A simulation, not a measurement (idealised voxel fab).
Name of the process module below: voxel plated lines
Square cell edge 5 nm, section width 215 nm, ID cut.
Throughout this document, each cross-section is represented as a grid of square cells and is presented as a sequence of bands enumerated from the top downward, where a band comprises one or more rows of cells. Read a band's entry like this: the first values are the height of its top and the height of its bottom in nm, and what follows is the sequence of materials from left to right, each with its width in nm. Note that "blank" is empty space, and that a single material marked "full width" reaches across the band from edge to edge. A quick word on heights: they are counted from 0, and under that level the wafer as it came to us is one material throughout. The lowest band is different from the rest in having no bottom; it simply continues downward, written as in "from 0 down". Width "30..40": first value at the band's top row of cells, second value at its bottom row, equal change from row to row. "nothing got changed" (step): cross-section cells unchanged, all of them. So "Listed closed voids" is basically the list of trapped voids: any empty space of 8 cells or more that can't reach the top through an opening. They're written width x height at distance, the distance being from the left edge, and it's all nm. That trailing text on a step's line, after the settings, is the simulator's own remark on the step. overlay nm: right-of-plan distance of the mask on a masked step; negative values mean left-of-plan.

[Set out below are the planned steps of the process]
1. RECEIVE,material Si
2. CONFORMAL_DEP,material SiN,thk nm 10
3. DIRECTIONAL_DEP,material TiN,thk nm 5
4. PATTERN,tone open,mask id LINES,material resist,width nm 25,pitch nm 45,thk nm 40,overlay nm 0
5. EPI,material Ru,thk nm 10
6. EPI,material Ru,thk nm 10
7. EPI,material Ru,thk nm 10
8. STRIP,etch materials resist
9. DIRECTIONAL_ETCH,etch materials TiN,depth nm 5
10. CONFORMAL_DEP,material SiCN,thk nm 10

[Cross-section, incoming material, after step 1]
> from 0 down = Si full width
> Listed closed voids: none

[Here's the cross-section of the first of our two wafers at the end of the module - it ran as planned]
> from 55 to 45 = blank (40), SiCN (135), blank (40)
> from 45 to 20 = blank (40), SiCN (10), Ru (25), SiCN (20), Ru (25), SiCN (20), Ru (25), SiCN (10), blank (40)
> from 20 to 15 = SiCN (50), Ru (25), SiCN (20), Ru (25), SiCN (20), Ru (25), SiCN (50)
> from 15 to 10 = SiCN (50), TiN (25), SiCN (20), TiN (25), SiCN (20), TiN (25), SiCN (50)
> from 10 to 0 = SiN full width
> from 0 down = Si full width
> Listed closed voids: none

[End-of-module cross-section of the second wafer: identical starting point and process plan to the first, with one processing mistake]
> from 45 to 15 = blank (50), Ru (25), blank (20), Ru (25), blank (20), Ru (25), blank (50)
> from 15 to 10 = blank (50), TiN (25), blank (20), TiN (25), blank (20), TiN (25), blank (50)
> from 10 to 0 = SiN full width
> from 0 down = Si full width
> Listed closed voids: none
Deviation from plan: step 10 of the plan was bypassed and not carried out
Looking at both finished wafers in cells, the second ends up ahead of or behind the first on some materials: SiCN: 170 fewer
